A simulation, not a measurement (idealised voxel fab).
process module | voxel transistor to metal
cross-section cut | 300 nm wide | cells 5 nm
A cross-section is a grid of square cells, given in bands from the top down. A band is one or more rows of cells.
Each band's line starts with the height of the band's top and of its bottom, in nm. Then come its materials from left to right, each with its width in nm. One material with "throughout" fills the band from edge to edge. "air" is empty space.
Height 0 is the level under which the wafer as received is all one material. The lowest band goes on downwards, as in "0 down".
A width such as "30 to 40" changes by the same amount from each row of cells to the next, from the band's top row to its bottom row.
"no change" after a step means that no cell of the cross-section changed.
closed voids: empty space of 8 cells or more with no open way to the top, each as width x height at its distance from the left edge, in nm
after a step's settings: what the simulator itself notes on the step
overlay nm, on a step with a mask: how far to the right of its planned place the mask lay; to the left if negative
Each pair below shows a cross-section before one step and the cross-section after it, down to the lowest band that changed. The line under each pair gives the step between them, with its settings. The pairs can come from different runs of this module on the same starting wafer, so a pair continues from the pair above only where its "before" says so.
before
  40 to 25: air 60 | SiN 5 | SiCN 30 | SiN 5 | air 100 | SiN 5 | SiCN 30 | SiN 5 | air 60
  25 to 0: air 60 | SiN 5 | polySi 30 | SiN 5 | air 100 | SiN 5 | polySi 30 | SiN 5 | air 60
  0 to -5: air 60 | SiO2 40 | air 100 | SiO2 40 | air 60
  -5 to -25: SiO2 30 | Si 100 | SiO2 40 | Si 100 | SiO2 30
  -25 down: Si throughout
  closed voids: none
after
  40 to 25: air 60 | SiN 5 | SiCN 30 | SiN 5 | air 100 | SiN 5 | SiCN 30 | SiN 5 | air 60
  25 to 0: air 60 | SiN 5 | polySi 30 | SiN 5 | air 100 | SiN 5 | polySi 30 | SiN 5 | air 60
  0 to -5: air 60 | SiO2 40 | air 100 | SiO2 40 | air 60
  -5 to -10: SiO2 30 | air 30 | Si 40 | air 30 | SiO2 40 | air 30 | Si 40 | air 30 | SiO2 30
  below -10: unchanged
  closed voids: none
the step between: op DIRECTIONAL_ETCH | etch materials Si | depth nm 5
before: the cross-section after the pair above
after
  40 to 25: air 60 | SiN 5 | SiCN 30 | SiN 5 | air 100 | SiN 5 | SiCN 30 | SiN 5 | air 60
  25 to 5: air 60 | SiN 5 | polySi 30 | SiN 5 | air 100 | SiN 5 | polySi 30 | SiN 5 | air 60
  5 to 0: air 50 | nSi 10 | SiN 5 | polySi 30 | SiN 5 | nSi 10 | air 80 | nSi 10 | SiN 5 | polySi 30 | SiN 5 | nSi 10 | air 50
  0 to -5: air 25 | nSi 35 | SiO2 40 | nSi 35 | air 30 | nSi 35 | SiO2 40 | nSi 35 | air 25
  -5 to -10: SiO2 30 | nSi 30 | Si 40 | nSi 30 | SiO2 40 | nSi 30 | Si 40 | nSi 30 | SiO2 30
  below -10: unchanged
  closed voids: none
the step between: op EPI | material nSi | thk nm 10
before: the cross-section after the pair above
after
  50 to 40: SiO2 throughout
  40 to 25: SiO2 60 | SiN 5 | SiCN 30 | SiN 5 | SiO2 100 | SiN 5 | SiCN 30 | SiN 5 | SiO2 60
  25 to 5: SiO2 60 | SiN 5 | polySi 30 | SiN 5 | SiO2 100 | SiN 5 | polySi 30 | SiN 5 | SiO2 60
  5 to 0: SiO2 50 | nSi 10 | SiN 5 | polySi 30 | SiN 5 | nSi 10 | SiO2 80 | nSi 10 | SiN 5 | polySi 30 | SiN 5 | nSi 10 | SiO2 50
  0 to -5: SiO2 25 | nSi 35 | SiO2 40 | nSi 35 | SiO2 30 | nSi 35 | SiO2 40 | nSi 35 | SiO2 25
  below -5: unchanged
  closed voids: none
the step between: op FILL_DEP | material SiO2 | thk nm 10
before: the cross-section after the pair above
after
  25 to 5: SiO2 60 | SiN 5 | polySi 30 | SiN 5 | SiO2 100 | SiN 5 | polySi 30 | SiN 5 | SiO2 60
  below 5: unchanged
  closed voids: none
the step between: op CMP | height nm 25
before: the cross-section after the pair above
after
  25 to 5: SiO2 60 | SiN 5 | air 30 | SiN 5 | SiO2 100 | SiN 5 | air 30 | SiN 5 | SiO2 60
  5 to 0: SiO2 50 | nSi 10 | SiN 5 | air 30 | SiN 5 | nSi 10 | SiO2 80 | nSi 10 | SiN 5 | air 30 | SiN 5 | nSi 10 | SiO2 50
  below 0: unchanged
  closed voids: none
the step between: op STRIP | etch materials polySi
before: the cross-section after the pair above
after
  25 to 20: air 60 | SiN 5 | air 30 | SiN 5 | air 100 | SiN 5 | air 30 | SiN 5 | air 60
  20 to 5: SiO2 60 | SiN 5 | air 30 | SiN 5 | SiO2 100 | SiN 5 | air 30 | SiN 5 | SiO2 60
  5 to 0: SiO2 50 | nSi 10 | SiN 5 | air 30 | SiN 5 | nSi 10 | SiO2 80 | nSi 10 | SiN 5 | air 30 | SiN 5 | nSi 10 | SiO2 50
  0 to -5: SiO2 25 | nSi 35 | air 40 | nSi 35 | SiO2 30 | nSi 35 | air 40 | nSi 35 | SiO2 25
  below -5: unchanged
  closed voids: none
the step between: op SELECTIVE_ETCH | etch materials SiO2 | depth nm 5
before: the cross-section after the pair above
after
  30 to 25: air 55 | HfO2 15 | air 20 | HfO2 15 | air 90 | HfO2 15 | air 20 | HfO2 15 | air 55
  25 to 20: HfO2 60 | SiN 5 | HfO2 5 | air 20 | HfO2 5 | SiN 5 | HfO2 100 | SiN 5 | HfO2 5 | air 20 | HfO2 5 | SiN 5 | HfO2 60
  20 to 5: SiO2 60 | SiN 5 | HfO2 5 | air 20 | HfO2 5 | SiN 5 | SiO2 100 | SiN 5 | HfO2 5 | air 20 | HfO2 5 | SiN 5 | SiO2 60
  5 to 0: SiO2 50 | nSi 10 | SiN 5 | HfO2 5 | air 20 | HfO2 5 | SiN 5 | nSi 10 | SiO2 80 | nSi 10 | SiN 5 | HfO2 5 | air 20 | HfO2 5 | SiN 5 | nSi 10 | SiO2 50
  0 to -5: SiO2 25 | nSi 35 | HfO2 40 | nSi 35 | SiO2 30 | nSi 35 | HfO2 40 | nSi 35 | SiO2 25
  below -5: unchanged
  closed voids: none
the step between: op CONFORMAL_DEP | material HfO2 | thk nm 5
before: the cross-section after the pair above
after
  35 to 30: air 50 | TiN 25 | air 10 | TiN 25 | air 80 | TiN 25 | air 10 | TiN 25 | air 50
  30 to 25: TiN 55 | HfO2 15 | TiN 5 | air 10 | TiN 5 | HfO2 15 | TiN 90 | HfO2 15 | TiN 5 | air 10 | TiN 5 | HfO2 15 | TiN 55
  25 to 20: HfO2 60 | SiN 5 | HfO2 5 | TiN 5 | air 10 | TiN 5 | HfO2 5 | SiN 5 | HfO2 100 | SiN 5 | HfO2 5 | TiN 5 | air 10 | TiN 5 | HfO2 5 | SiN 5 | HfO2 60
  20 to 5: SiO2 60 | SiN 5 | HfO2 5 | TiN 5 | air 10 | TiN 5 | HfO2 5 | SiN 5 | SiO2 100 | SiN 5 | HfO2 5 | TiN 5 | air 10 | TiN 5 | HfO2 5 | SiN 5 | SiO2 60
  5 to 0: SiO2 50 | nSi 10 | SiN 5 | HfO2 5 | TiN 20 | HfO2 5 | SiN 5 | nSi 10 | SiO2 80 | nSi 10 | SiN 5 | HfO2 5 | TiN 20 | HfO2 5 | SiN 5 | nSi 10 | SiO2 50
  below 0: unchanged
  closed voids: none
the step between: op CONFORMAL_DEP | material TiN | thk nm 5
before: the cross-section after the pair above
after
  45 to 35: W throughout
  35 to 30: W 50 | TiN 25 | W 10 | TiN 25 | W 80 | TiN 25 | W 10 | TiN 25 | W 50
  30 to 25: TiN 55 | HfO2 15 | TiN 5 | W 10 | TiN 5 | HfO2 15 | TiN 90 | HfO2 15 | TiN 5 | W 10 | TiN 5 | HfO2 15 | TiN 55
  25 to 20: HfO2 60 | SiN 5 | HfO2 5 | TiN 5 | W 10 | TiN 5 | HfO2 5 | SiN 5 | HfO2 100 | SiN 5 | HfO2 5 | TiN 5 | W 10 | TiN 5 | HfO2 5 | SiN 5 | HfO2 60
  20 to 5: SiO2 60 | SiN 5 | HfO2 5 | TiN 5 | W 10 | TiN 5 | HfO2 5 | SiN 5 | SiO2 100 | SiN 5 | HfO2 5 | TiN 5 | W 10 | TiN 5 | HfO2 5 | SiN 5 | SiO2 60
  below 5: unchanged
  closed voids: none
the step between: op FILL_DEP | material W | thk nm 10
before: the cross-section after the pair above
after
  20 to 5: SiO2 60 | SiN 5 | HfO2 5 | TiN 5 | W 10 | TiN 5 | HfO2 5 | SiN 5 | SiO2 100 | SiN 5 | HfO2 5 | TiN 5 | W 10 | TiN 5 | HfO2 5 | SiN 5 | SiO2 60
  below 5: unchanged
  closed voids: none
the step between: op CMP | height nm 20
before: the cross-section after the pair above
after
  30 to 20: SiO2 throughout
  below 20: unchanged
  closed voids: none
the step between: op DIRECTIONAL_DEP | material SiO2 | thk nm 10
before: the cross-section after the pair above
after
  40 to 30: aC throughout
  below 30: unchanged
  closed voids: none
the step between: op DIRECTIONAL_DEP | material aC | thk nm 10
before: the cross-section after the pair above
after
  70 to 40: resist 30 | air 20 | resist 60 | air 20 | resist 40 | air 20 | resist 60 | air 20 | resist 30
  below 40: unchanged
  closed voids: none
the step between: op PATTERN | tone open | mask id CONTACT | material resist | width nm 20 | thk nm 30 | overlay nm 0
before: the cross-section after the pair above
after
  60 to 40: resist 30 | air 20 | resist 60 | air 20 | resist 40 | air 20 | resist 60 | air 20 | resist 30
  40 to 30: aC 30 | air 20 | aC 60 | air 20 | aC 40 | air 20 | aC 60 | air 20 | aC 30
  below 30: unchanged
  closed voids: none
the step between: op DIRECTIONAL_ETCH | etch materials aC | depth nm 10
before: the cross-section after the pair above
after
  40 to 30: aC 30 | air 20 | aC 60 | air 20 | aC 40 | air 20 | aC 60 | air 20 | aC 30
  below 30: unchanged
  closed voids: none
the step between: op STRIP | etch materials resist
before: the cross-section after the pair above
after
  40 to 30: aC 30 | air 20 | aC 60 | air 20 | aC 40 | air 20 | aC 60 | air 20 | aC 30
  30 to 20: SiO2 30 | air 20 | SiO2 60 | air 20 | SiO2 40 | air 20 | SiO2 60 | air 20 | SiO2 30
  20 to 5: SiO2 30 | air 20 | SiO2 10 | SiN 5 | HfO2 5 | TiN 5 | W 10 | TiN 5 | HfO2 5 | SiN 5 | SiO2 10 | air 20 | SiO2 40 | air 20 | SiO2 10 | SiN 5 | HfO2 5 | TiN 5 | W 10 | TiN 5 | HfO2 5 | SiN 5 | SiO2 10 | air 20 | SiO2 30
  5 to 0: SiO2 30 | air 20 | nSi 10 | SiN 5 | HfO2 5 | TiN 20 | HfO2 5 | SiN 5 | nSi 10 | air 20 | SiO2 40 | air 20 | nSi 10 | SiN 5 | HfO2 5 | TiN 20 | HfO2 5 | SiN 5 | nSi 10 | air 20 | SiO2 30
  below 0: unchanged
  closed voids: none
the step between: op DIRECTIONAL_ETCH | etch materials SiO2 | depth nm 30
before: the cross-section after the pair above
after
  30 to 20: SiO2 30 | air 20 | SiO2 60 | air 20 | SiO2 40 | air 20 | SiO2 60 | air 20 | SiO2 30
  below 20: unchanged
  closed voids: none
the step between: op STRIP | etch materials aC
before: the cross-section after the pair above
after
  35 to 30: TiN 35 | air 10 | TiN 70 | air 10 | TiN 50 | air 10 | TiN 70 | air 10 | TiN 35
  30 to 20: SiO2 30 | TiN 5 | air 10 | TiN 5 | SiO2 60 | TiN 5 | air 10 | TiN 5 | SiO2 40 | TiN 5 | air 10 | TiN 5 | SiO2 60 | TiN 5 | air 10 | TiN 5 | SiO2 30
  20 to 5: SiO2 30 | TiN 5 | air 10 | TiN 5 | SiO2 10 | SiN 5 | HfO2 5 | TiN 5 | W 10 | TiN 5 | HfO2 5 | SiN 5 | SiO2 10 | TiN 5 | air 10 | TiN 5 | SiO2 40 | TiN 5 | air 10 | TiN 5 | SiO2 10 | SiN 5 | HfO2 5 | TiN 5 | W 10 | TiN 5 | HfO2 5 | SiN 5 | SiO2 10 | TiN 5 | air 10 | TiN 5 | SiO2 30
  5 to 0: SiO2 30 | TiN 20 | nSi 10 | SiN 5 | HfO2 5 | TiN 20 | HfO2 5 | SiN 5 | nSi 10 | TiN 20 | SiO2 40 | TiN 20 | nSi 10 | SiN 5 | HfO2 5 | TiN 20 | HfO2 5 | SiN 5 | nSi 10 | TiN 20 | SiO2 30
  below 0: unchanged
  closed voids: none
the step between: op CONFORMAL_DEP | material TiN | thk nm 5
before: the cross-section after the pair above
after
  45 to 35: W throughout
  35 to 30: TiN 35 | W 10 | TiN 70 | W 10 | TiN 50 | W 10 | TiN 70 | W 10 | TiN 35
  30 to 20: SiO2 30 | TiN 5 | W 10 | TiN 5 | SiO2 60 | TiN 5 | W 10 | TiN 5 | SiO2 40 | TiN 5 | W 10 | TiN 5 | SiO2 60 | TiN 5 | W 10 | TiN 5 | SiO2 30
  20 to 5: SiO2 30 | TiN 5 | W 10 | TiN 5 | SiO2 10 | SiN 5 | HfO2 5 | TiN 5 | W 10 | TiN 5 | HfO2 5 | SiN 5 | SiO2 10 | TiN 5 | W 10 | TiN 5 | SiO2 40 | TiN 5 | W 10 | TiN 5 | SiO2 10 | SiN 5 | HfO2 5 | TiN 5 | W 10 | TiN 5 | HfO2 5 | SiN 5 | SiO2 10 | TiN 5 | W 10 | TiN 5 | SiO2 30
  below 5: unchanged
  closed voids: none
the step between: op FILL_DEP | material W | thk nm 10
before: the cross-section after the pair above
after
  30 to 20: SiO2 30 | TiN 5 | W 10 | TiN 5 | SiO2 60 | TiN 5 | W 10 | TiN 5 | SiO2 40 | TiN 5 | W 10 | TiN 5 | SiO2 60 | TiN 5 | W 10 | TiN 5 | SiO2 30
  below 20: unchanged
  closed voids: none
the step between: op CMP | height nm 30
before: the cross-section after the pair above
after
  35 to 30: SiN throughout
  below 30: unchanged
  closed voids: none
the step between: op CONFORMAL_DEP | material SiN | thk nm 5
before: the cross-section after the pair above
after
  50 to 35: SiO2 throughout
  below 35: unchanged
  closed voids: none
the step between: op DIRECTIONAL_DEP | material SiO2 | thk nm 15
before: the cross-section after the pair above
after
  65 to 50: resist 30 | air 20 | resist 60 | air 20 | resist 40 | air 20 | resist 60 | air 20 | resist 30
  below 50: unchanged
  closed voids: none
the step between: op PATTERN | tone open | mask id METAL_1 | material resist | width nm 20 | thk nm 15 | overlay nm 0
before: the cross-section after the pair above
after
  65 to 50: resist 30 | air 20 | resist 60 | air 20 | resist 40 | air 20 | resist 60 | air 20 | resist 30
  50 to 35: SiO2 30 | air 20 | SiO2 60 | air 20 | SiO2 40 | air 20 | SiO2 60 | air 20 | SiO2 30
  below 35: unchanged
  closed voids: none
the step between: op DIRECTIONAL_ETCH | etch materials SiO2 | depth nm 15
before: the cross-section after the pair above
after
  65 to 50: resist 30 | air 20 | resist 60 | air 20 | resist 40 | air 20 | resist 60 | air 20 | resist 30
  50 to 35: SiO2 30 | air 20 | SiO2 60 | air 20 | SiO2 40 | air 20 | SiO2 60 | air 20 | SiO2 30
  35 to 30: SiN 30 | air 20 | SiN 60 | air 20 | SiN 40 | air 20 | SiN 60 | air 20 | SiN 30
  below 30: unchanged
  closed voids: none
the step between: op DIRECTIONAL_ETCH | etch materials SiN | depth nm 5
before: the cross-section after the pair above
after
  50 to 35: SiO2 30 | air 20 | SiO2 60 | air 20 | SiO2 40 | air 20 | SiO2 60 | air 20 | SiO2 30
  below 35: unchanged
  closed voids: none
the step between: op STRIP | etch materials resist
before: the cross-section after the pair above
after
  55 to 50: TiN 35 | air 10 | TiN 70 | air 10 | TiN 50 | air 10 | TiN 70 | air 10 | TiN 35
  50 to 35: SiO2 30 | TiN 5 | air 10 | TiN 5 | SiO2 60 | TiN 5 | air 10 | TiN 5 | SiO2 40 | TiN 5 | air 10 | TiN 5 | SiO2 60 | TiN 5 | air 10 | TiN 5 | SiO2 30
  35 to 30: SiN 30 | TiN 20 | SiN 60 | TiN 20 | SiN 40 | TiN 20 | SiN 60 | TiN 20 | SiN 30
  below 30: unchanged
  closed voids: none
the step between: op CONFORMAL_DEP | material TiN | thk nm 5
before: the cross-section after the pair above
after
  60 to 55: Ru throughout
  55 to 50: TiN 35 | Ru 10 | TiN 70 | Ru 10 | TiN 50 | Ru 10 | TiN 70 | Ru 10 | TiN 35
  50 to 35: SiO2 30 | TiN 5 | Ru 10 | TiN 5 | SiO2 60 | TiN 5 | Ru 10 | TiN 5 | SiO2 40 | TiN 5 | Ru 10 | TiN 5 | SiO2 60 | TiN 5 | Ru 10 | TiN 5 | SiO2 30
  below 35: unchanged
  closed voids: none
the step between: op FILL_DEP | material Ru | thk nm 5
before: the cross-section after the pair above
after
  50 to 35: SiO2 30 | TiN 5 | Ru 10 | TiN 5 | SiO2 60 | TiN 5 | Ru 10 | TiN 5 | SiO2 40 | TiN 5 | Ru 10 | TiN 5 | SiO2 60 | TiN 5 | Ru 10 | TiN 5 | SiO2 30
  below 35: unchanged
  closed voids: none
the step between: op CMP | height nm 50
before: the cross-section after the pair above
after
  55 to 50: air 25 | Ru 30 | air 50 | Ru 30 | air 30 | Ru 30 | air 50 | Ru 30 | air 25
  below 50: unchanged
  closed voids: none
the step between: op EPI | material Ru | thk nm 5
before: the cross-section after the pair above
after
  60 to 55: SiCN throughout
  55 to 50: SiCN 25 | Ru 30 | SiCN 50 | Ru 30 | SiCN 30 | Ru 30 | SiCN 50 | Ru 30 | SiCN 25
  below 50: unchanged
  closed voids: none
the step between: op FILL_DEP | material SiCN | thk nm 5
before: the cross-section after the pair above
after
  90 to 60: SiO2 throughout
  below 60: unchanged
  closed voids: none
the step between: op DIRECTIONAL_DEP | material SiO2 | thk nm 30
before: the cross-section after the pair above
after
  100 to 90: aC throughout
  below 90: unchanged
  closed voids: none
the step between: op DIRECTIONAL_DEP | material aC | thk nm 10
before: the cross-section after the pair above
after
  130 to 100: resist 30 | air 20 | resist 120 | air 20 | resist 110
  below 100: unchanged
  closed voids: none
the step between: op PATTERN | tone open | mask id METAL_2 | material resist | width nm 20 | pitch nm 140 | thk nm 30 | overlay nm 0
before: the cross-section after the pair above
after
  120 to 100: resist 30 | air 20 | resist 120 | air 20 | resist 110
  100 to 90: aC 30 | air 20 | aC 120 | air 20 | aC 110
  below 90: unchanged
  closed voids: none
the step between: op DIRECTIONAL_ETCH | etch materials aC | depth nm 10
before: the cross-section after the pair above
after
  100 to 90: aC 30 | air 20 | aC 120 | air 20 | aC 110
  below 90: unchanged
  closed voids: none
the step between: op STRIP | etch materials resist
before: the cross-section after the pair above
after
  100 to 90: aC 30 | air 20 | aC 120 | air 20 | aC 110
  90 to 75: SiO2 30 | air 20 | SiO2 120 | air 20 | SiO2 110
  below 75: unchanged
  closed voids: none
the step between: op DIRECTIONAL_ETCH | etch materials SiO2 | depth nm 15
before: the cross-section after the pair above
after
  90 to 75: SiO2 30 | air 20 | SiO2 120 | air 20 | SiO2 110
  below 75: unchanged
  closed voids: none
the step between: op STRIP | etch materials aC
before: the cross-section after the pair above
after
  90 to 75: SiO2 30 | air 20 | SiO2 120 | air 20 | SiO2 110
  75 to 60: SiO2 30 | air 15 | SiO2 125 | air 15 | SiO2 115
  below 60: unchanged
  closed voids: none
the step between: op MASKED_ETCH | tone open | mask id METAL_2_HOLES | width nm 15 | pitch nm 140 | etch materials SiO2 | depth nm 15 | overlay nm 0
before: the cross-section after the pair above
after
  90 to 75: SiO2 30 | air 20 | SiO2 120 | air 20 | SiO2 110
  75 to 60: SiO2 30 | air 15 | SiO2 125 | air 15 | SiO2 115
  60 to 55: SiCN 30 | air 15 | SiCN 125 | air 15 | SiCN 115
  below 55: unchanged
  closed voids: none
the step between: op MASKED_ETCH | tone open | mask id METAL_2_HOLES | width nm 15 | pitch nm 140 | etch materials SiCN | depth nm 5 | overlay nm 0
before: the cross-section after the pair above
after
  95 to 90: TiN 35 | air 10 | TiN 130 | air 10 | TiN 115
  90 to 80: SiO2 30 | TiN 5 | air 10 | TiN 5 | SiO2 120 | TiN 5 | air 10 | TiN 5 | SiO2 110
  80 to 75: SiO2 30 | TiN 5 | air 5 | TiN 10 | SiO2 120 | TiN 5 | air 5 | TiN 10 | SiO2 110
  75 to 60: SiO2 30 | TiN 5 | air 5 | TiN 5 | SiO2 125 | TiN 5 | air 5 | TiN 5 | SiO2 115
  60 to 55: SiCN 30 | TiN 15 | SiCN 125 | TiN 15 | SiCN 115
  below 55: unchanged
  closed voids: none
the step between: op CONFORMAL_DEP | material TiN | thk nm 5
before: the cross-section after the pair above
after
  100 to 95: Cu throughout
  95 to 90: TiN 35 | Cu 10 | TiN 130 | Cu 10 | TiN 115
  90 to 80: SiO2 30 | TiN 5 | Cu 10 | TiN 5 | SiO2 120 | TiN 5 | Cu 10 | TiN 5 | SiO2 110
  80 to 75: SiO2 30 | TiN 5 | Cu 5 | TiN 10 | SiO2 120 | TiN 5 | Cu 5 | TiN 10 | SiO2 110
  75 to 60: SiO2 30 | TiN 5 | Cu 5 | TiN 5 | SiO2 125 | TiN 5 | Cu 5 | TiN 5 | SiO2 115
  below 60: unchanged
  closed voids: none
the step between: op FILL_DEP | material Cu | thk nm 5
before: the cross-section after the pair above
after
  90 to 80: SiO2 30 | TiN 5 | Cu 10 | TiN 5 | SiO2 120 | TiN 5 | Cu 10 | TiN 5 | SiO2 110
  below 80: unchanged
  closed voids: none
the step between: op CMP | height nm 90
before: the cross-section after the pair above
after
  95 to 90: SiN throughout
  below 90: unchanged
  closed voids: none
the step between: op CONFORMAL_DEP | material SiN | thk nm 5
before
  90 to 75: SiO2 30 | air 20 | SiO2 120 | air 20 | SiO2 110
  75 to 60: SiO2 throughout
  60 to 55: SiCN throughout
  55 to 50: SiCN 25 | Ru 30 | SiCN 50 | Ru 30 | SiCN 30 | Ru 30 | SiCN 50 | Ru 30 | SiCN 25
  50 to 35: SiO2 30 | TiN 5 | Ru 10 | TiN 5 | SiO2 60 | TiN 5 | Ru 10 | TiN 5 | SiO2 40 | TiN 5 | Ru 10 | TiN 5 | SiO2 60 | TiN 5 | Ru 10 | TiN 5 | SiO2 30
  35 to 30: SiN 30 | TiN 20 | SiN 60 | TiN 20 | SiN 40 | TiN 20 | SiN 60 | TiN 20 | SiN 30
  30 to 20: SiO2 30 | TiN 5 | W 10 | TiN 5 | SiO2 60 | TiN 5 | W 10 | TiN 5 | SiO2 40 | TiN 5 | W 10 | TiN 5 | SiO2 60 | TiN 5 | W 10 | TiN 5 | SiO2 30
  20 to 5: SiO2 30 | TiN 5 | W 10 | TiN 5 | SiO2 10 | SiN 5 | HfO2 5 | TiN 5 | W 10 | TiN 5 | HfO2 5 | SiN 5 | SiO2 10 | TiN 5 | W 10 | TiN 5 | SiO2 40 | TiN 5 | W 10 | TiN 5 | SiO2 10 | SiN 5 | HfO2 5 | TiN 5 | W 10 | TiN 5 | HfO2 5 | SiN 5 | SiO2 10 | TiN 5 | W 10 | TiN 5 | SiO2 30
  5 to 0: SiO2 30 | TiN 20 | nSi 10 | SiN 5 | HfO2 5 | TiN 20 | HfO2 5 | SiN 5 | nSi 10 | TiN 20 | SiO2 40 | TiN 20 | nSi 10 | SiN 5 | HfO2 5 | TiN 20 | HfO2 5 | SiN 5 | nSi 10 | TiN 20 | SiO2 30
  0 to -5: SiO2 20 | nSi 40 | HfO2 40 | nSi 40 | SiO2 20 | nSi 40 | HfO2 40 | nSi 40 | SiO2 20
  -5 to -10: SiO2 25 | nSi 35 | Si 40 | nSi 35 | SiO2 30 | nSi 35 | Si 40 | nSi 35 | SiO2 25
  -10 to -25: SiO2 25 | Si 110 | SiO2 30 | Si 110 | SiO2 25
  -25 down: Si throughout
  closed voids: none
after
  90 to 75: SiO2 30 | air 25 | SiO2 115 | air 25 | SiO2 105
  75 to 60: SiO2 40 | air 10 | SiO2 130 | air 10 | SiO2 110
  below 60: unchanged
  closed voids: none
the step between: op MASKED_ETCH | tone open | mask id METAL_2_HOLES | width nm 15 | pitch nm 140 | etch materials SiO2 | depth nm 15 | overlay nm 10
before: the cross-section after the pair above
after
  90 to 75: SiO2 30 | air 25 | SiO2 115 | air 25 | SiO2 105
  75 to 60: SiO2 40 | air 10 | SiO2 130 | air 10 | SiO2 110
  60 to 55: SiCN 40 | air 5 | SiCN 135 | air 5 | SiCN 115
  below 55: unchanged
  closed voids: none
the step between: op MASKED_ETCH | tone open | mask id METAL_2_HOLES | width nm 15 | pitch nm 140 | etch materials SiCN | depth nm 5 | overlay nm 0
before: the cross-section after the pair above
after
  95 to 90: TiN 35 | air 15 | TiN 125 | air 15 | TiN 110
  90 to 80: SiO2 30 | TiN 5 | air 15 | TiN 5 | SiO2 115 | TiN 5 | air 15 | TiN 5 | SiO2 105
  80 to 75: SiO2 30 | TiN 25 | SiO2 115 | TiN 25 | SiO2 105
  75 to 60: SiO2 40 | TiN 10 | SiO2 130 | TiN 10 | SiO2 110
  60 to 55: SiCN 40 | TiN 5 | SiCN 135 | TiN 5 | SiCN 115
  below 55: unchanged
  closed voids: none
the step between: op CONFORMAL_DEP | material TiN | thk nm 5
before: the cross-section after the pair above
after
  100 to 95: Cu throughout
  95 to 90: TiN 35 | Cu 15 | TiN 125 | Cu 15 | TiN 110
  90 to 80: SiO2 30 | TiN 5 | Cu 15 | TiN 5 | SiO2 115 | TiN 5 | Cu 15 | TiN 5 | SiO2 105
  below 80: unchanged
  closed voids: none
the step between: op FILL_DEP | material Cu | thk nm 5
before: the cross-section after the pair above
after
  90 to 80: SiO2 30 | TiN 5 | Cu 15 | TiN 5 | SiO2 115 | TiN 5 | Cu 15 | TiN 5 | SiO2 105
  below 80: unchanged
  closed voids: none
the step between: op CMP | height nm 90
before: the cross-section after the pair above
after
  95 to 90: SiN throughout
  below 90: unchanged
  closed voids: none
the step between: op CONFORMAL_DEP | material SiN | thk nm 5
before
  50 to 35: SiO2 30 | air 20 | SiO2 60 | air 20 | SiO2 40 | air 20 | SiO2 60 | air 20 | SiO2 30
  35 to 30: SiN 30 | air 20 | SiN 60 | air 20 | SiN 40 | air 20 | SiN 60 | air 20 | SiN 30
  30 to 20: SiO2 30 | TiN 5 | W 10 | TiN 5 | SiO2 60 | TiN 5 | W 10 | TiN 5 | SiO2 40 | TiN 5 | W 10 | TiN 5 | SiO2 60 | TiN 5 | W 10 | TiN 5 | SiO2 30
  20 to 5: SiO2 30 | TiN 5 | W 10 | TiN 5 | SiO2 10 | SiN 5 | HfO2 5 | TiN 5 | W 10 | TiN 5 | HfO2 5 | SiN 5 | SiO2 10 | TiN 5 | W 10 | TiN 5 | SiO2 40 | TiN 5 | W 10 | TiN 5 | SiO2 10 | SiN 5 | HfO2 5 | TiN 5 | W 10 | TiN 5 | HfO2 5 | SiN 5 | SiO2 10 | TiN 5 | W 10 | TiN 5 | SiO2 30
  5 to 0: SiO2 30 | TiN 20 | nSi 10 | SiN 5 | HfO2 5 | TiN 20 | HfO2 5 | SiN 5 | nSi 10 | TiN 20 | SiO2 40 | TiN 20 | nSi 10 | SiN 5 | HfO2 5 | TiN 20 | HfO2 5 | SiN 5 | nSi 10 | TiN 20 | SiO2 30
  0 to -5: SiO2 20 | nSi 40 | HfO2 40 | nSi 40 | SiO2 20 | nSi 40 | HfO2 40 | nSi 40 | SiO2 20
  -5 to -10: SiO2 25 | nSi 35 | Si 40 | nSi 35 | SiO2 30 | nSi 35 | Si 40 | nSi 35 | SiO2 25
  -10 to -25: SiO2 25 | Si 110 | SiO2 30 | Si 110 | SiO2 25
  -25 down: Si throughout
  closed voids: none
after
  55 to 50: SiCN 35 | air 10 | SiCN 70 | air 10 | SiCN 50 | air 10 | SiCN 70 | air 10 | SiCN 35
  50 to 35: SiO2 30 | SiCN 5 | air 10 | SiCN 5 | SiO2 60 | SiCN 5 | air 10 | SiCN 5 | SiO2 40 | SiCN 5 | air 10 | SiCN 5 | SiO2 60 | SiCN 5 | air 10 | SiCN 5 | SiO2 30
  35 to 30: SiN 30 | SiCN 20 | SiN 60 | SiCN 20 | SiN 40 | SiCN 20 | SiN 60 | SiCN 20 | SiN 30
  below 30: unchanged
  closed voids: none
the step between: op CONFORMAL_DEP | material SiCN | thk nm 5
before: the cross-section after the pair above
after
  60 to 55: Ru throughout
  55 to 50: SiCN 35 | Ru 10 | SiCN 70 | Ru 10 | SiCN 50 | Ru 10 | SiCN 70 | Ru 10 | SiCN 35
  50 to 35: SiO2 30 | SiCN 5 | Ru 10 | SiCN 5 | SiO2 60 | SiCN 5 | Ru 10 | SiCN 5 | SiO2 40 | SiCN 5 | Ru 10 | SiCN 5 | SiO2 60 | SiCN 5 | Ru 10 | SiCN 5 | SiO2 30
  below 35: unchanged
  closed voids: none
the step between: op FILL_DEP | material Ru | thk nm 5
before: the cross-section after the pair above
after
  50 to 35: SiO2 30 | SiCN 5 | Ru 10 | SiCN 5 | SiO2 60 | SiCN 5 | Ru 10 | SiCN 5 | SiO2 40 | SiCN 5 | Ru 10 | SiCN 5 | SiO2 60 | SiCN 5 | Ru 10 | SiCN 5 | SiO2 30
  below 35: unchanged
  closed voids: none
the step between: op CMP | height nm 50
before: the cross-section after the pair above
after
  55 to 50: air 30 | Ru 20 | air 60 | Ru 20 | air 40 | Ru 20 | air 60 | Ru 20 | air 30
  below 50: unchanged
  closed voids: none
the step between: op EPI | material Ru | thk nm 5
before: the cross-section after the pair above
after
  60 to 55: SiCN throughout
  55 to 50: SiCN 30 | Ru 20 | SiCN 60 | Ru 20 | SiCN 40 | Ru 20 | SiCN 60 | Ru 20 | SiCN 30
  below 50: unchanged
  closed voids: none
the step between: op FILL_DEP | material SiCN | thk nm 5
before: the cross-section after the pair above
after
  90 to 60: SiO2 throughout
  below 60: unchanged
  closed voids: none
the step between: op DIRECTIONAL_DEP | material SiO2 | thk nm 30
before: the cross-section after the pair above
after
  100 to 90: aC throughout
  below 90: unchanged
  closed voids: none
the step between: op DIRECTIONAL_DEP | material aC | thk nm 10
before: the cross-section after the pair above
after
  130 to 100: resist 30 | air 20 | resist 120 | air 20 | resist 110
  below 100: unchanged
  closed voids: none
the step between: op PATTERN | tone open | mask id METAL_2 | material resist | width nm 20 | pitch nm 140 | thk nm 30 | overlay nm 0
before: the cross-section after the pair above
after
  120 to 100: resist 30 | air 20 | resist 120 | air 20 | resist 110
  100 to 90: aC 30 | air 20 | aC 120 | air 20 | aC 110
  below 90: unchanged
  closed voids: none
the step between: op DIRECTIONAL_ETCH | etch materials aC | depth nm 10
before: the cross-section after the pair above
after
  100 to 90: aC 30 | air 20 | aC 120 | air 20 | aC 110
  below 90: unchanged
  closed voids: none
the step between: op STRIP | etch materials resist
